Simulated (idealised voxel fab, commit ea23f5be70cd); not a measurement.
This is a process module. Its name is voxel fin reveal.
Section shown: cut. Width: 275 nm. Cell size: 5 nm, square.
Throughout this document, each cross-section is represented as a grid of square cells and is presented as a sequence of bands enumerated from the top downward, where a band comprises one or more rows of cells.
Band entry format. Leading values: height of top, height of bottom, nm. Remainder: materials in left-to-right order, each with its width in nm. Special words: "throughout" on a single material, which then fills the band edge to edge; "air", empty space.
Measure heights from 0. That's the level where, below it, the as-received wafer is all one material. The lowest band is bottomless and extends downward; write it as in "z 0 and below".
With a width like "30->40", each row of cells in the band differs from the next by the same amount, the top row carrying the first number and the bottom row the second.
Step marked "no modification"? Then no cell in the cross-section changed in it.
So "Listed closed voids" is basically the list of trapped voids: any empty space of 8 cells or more that can't reach the top through an opening. They're written width x height at distance, the distance being from the left edge, and it's all nm.
Post-settings text on a step line: simulator's own remark regarding the step.
On any step carrying a mask, the "overlay nm" setting, if present on the step's line, tells how far right of its planned place the mask lay; negative values point to the left.
[Steps planned for the process]
- 1: op RECEIVE | material Si
- 2: op CONFORMAL_DEP | material SiN | thk nm 5
- 3: op MASKED_ETCH | tone cover | mask id FINS | width nm 15 | pitch nm 40 | etch materials SiN | depth nm 5 | overlay nm 0
- 4: op MASKED_ETCH | tone cover | mask id FINS | width nm 15 | pitch nm 40 | etch materials Si | depth nm 35 | overlay nm 0
- 5: op FILL_DEP | material SiO2 | thk nm 10
- 6: op CMP | height nm 5
- 7: op SELECTIVE_ETCH | etch materials SiO2 | depth nm 25
- 8: op STRIP | etch materials SiN
- 9: op CONFORMAL_DEP | material HfO2 | thk nm 5
[First of the two wafers, run per plan]
[Cross-section of the wafer upon arrival, representing the state reached after step 1]
- z 0 and below: Si throughout
- Listed closed voids: none
[Wafer xsec, post step 2]
- z 5 to 0: SiN throughout
- Below a height of 0, the structure has not been altered.
[Wafer xsec, post step 3]
- z 5 to 0: 110 of air | 15 of SiN | 25 of air | 15 of SiN | 110 of air
- Below a height of 0, the structure has not been altered.
[Wafer xsec, post step 4]
- z 5 to 0: 110 of air | 15 of SiN | 25 of air | 15 of SiN | 110 of air
- z 0 to -35: 110 of air | 15 of Si | 25 of air | 15 of Si | 110 of air
- Below a height of -35, the structure has not been altered.
[Wafer xsec, post step 5]
- z 15 to 5: SiO2 throughout
- z 5 to 0: 110 of SiO2 | 15 of SiN | 25 of SiO2 | 15 of SiN | 110 of SiO2
- z 0 to -35: 110 of SiO2 | 15 of Si | 25 of SiO2 | 15 of Si | 110 of SiO2
- Below a height of -35, the structure has not been altered.
[Wafer xsec, post step 6]
- z 5 to 0: 110 of SiO2 | 15 of SiN | 25 of SiO2 | 15 of SiN | 110 of SiO2
- Below a height of 0, the structure has not been altered.
[Wafer xsec, post step 7]
- z 5 to 0: 110 of air | 15 of SiN | 25 of air | 15 of SiN | 110 of air
- z 0 to -20: 110 of air | 15 of Si | 25 of air | 15 of Si | 110 of air
- Below a height of -20, the structure has not been altered.
[Wafer xsec, post step 8]
- z 0 to -20: 110 of air | 15 of Si | 25 of air | 15 of Si | 110 of air
- Below a height of -20, the structure has not been altered.
[Wafer xsec, post step 9]
- z 5 to 0: 105 of air | 25 of HfO2 | 15 of air | 25 of HfO2 | 105 of air
- z 0 to -15: 105 of air | 5 of HfO2 | 15 of Si | 5 of HfO2 | 15 of air | 5 of HfO2 | 15 of Si | 5 of HfO2 | 105 of air
- z -15 to -20: 110 of HfO2 | 15 of Si | 25 of HfO2 | 15 of Si | 110 of HfO2
- Below a height of -20, the structure has not been altered.
[Regarding the second of the two wafers: it shared the first wafer's starting condition and process plan, yet one error occurred during its execution. Its history coincides with that of the first wafer up to and including step 3]
[Cross-section of the second wafer at the time by which step 4 should have been completed according to the plan]
- z 5 to 0: 110 of air | 15 of SiN | 25 of air | 15 of SiN | 110 of air
- z 0 to -45: 110 of air | 15 of Si | 25 of air | 15 of Si | 110 of air
- Below a height of -45, the structure has not been altered.
[Cross-section of the second wafer at the time by which step 5 should have been completed according to the plan]
- z 15 to 5: SiO2 throughout
- z 5 to 0: 110 of SiO2 | 15 of SiN | 25 of SiO2 | 15 of SiN | 110 of SiO2
- z 0 to -45: 110 of SiO2 | 15 of Si | 25 of SiO2 | 15 of Si | 110 of SiO2
- Below a height of -45, the structure has not been altered.
[Cross-section of the second wafer at the time by which step 6 should have been completed according to the plan]
- z 5 to 0: 110 of SiO2 | 15 of SiN | 25 of SiO2 | 15 of SiN | 110 of SiO2
- Below a height of 0, the structure has not been altered.
[Cross-section of the second wafer at the time by which step 7 should have been completed according to the plan]
- z 5 to 0: 110 of air | 15 of SiN | 25 of air | 15 of SiN | 110 of air
- z 0 to -20: 110 of air | 15 of Si | 25 of air | 15 of Si | 110 of air
- Below a height of -20, the structure has not been altered.
[Cross-section of the second wafer at the time by which step 8 should have been completed according to the plan]
- z 0 to -20: 110 of air | 15 of Si | 25 of air | 15 of Si | 110 of air
- Below a height of -20, the structure has not been altered.
[Cross-section of the second wafer at the time by which step 9 should have been completed according to the plan]
- z 5 to 0: 105 of air | 25 of HfO2 | 15 of air | 25 of HfO2 | 105 of air
- z 0 to -15: 105 of air | 5 of HfO2 | 15 of Si | 5 of HfO2 | 15 of air | 5 of HfO2 | 15 of Si | 5 of HfO2 | 105 of air
- z -15 to -20: 110 of HfO2 | 15 of Si | 25 of HfO2 | 15 of Si | 110 of HfO2
- Below a height of -20, the structure has not been altered.
Error vs. plan: step 4 ran as: op MASKED_ETCH | tone cover | mask id FINS | width nm 15 | pitch nm 40 | etch materials Si | depth nm 45 | overlay nm 0
Materials where the second wafer ends with more or fewer cells than the first: Si -98 | SiO2 +98
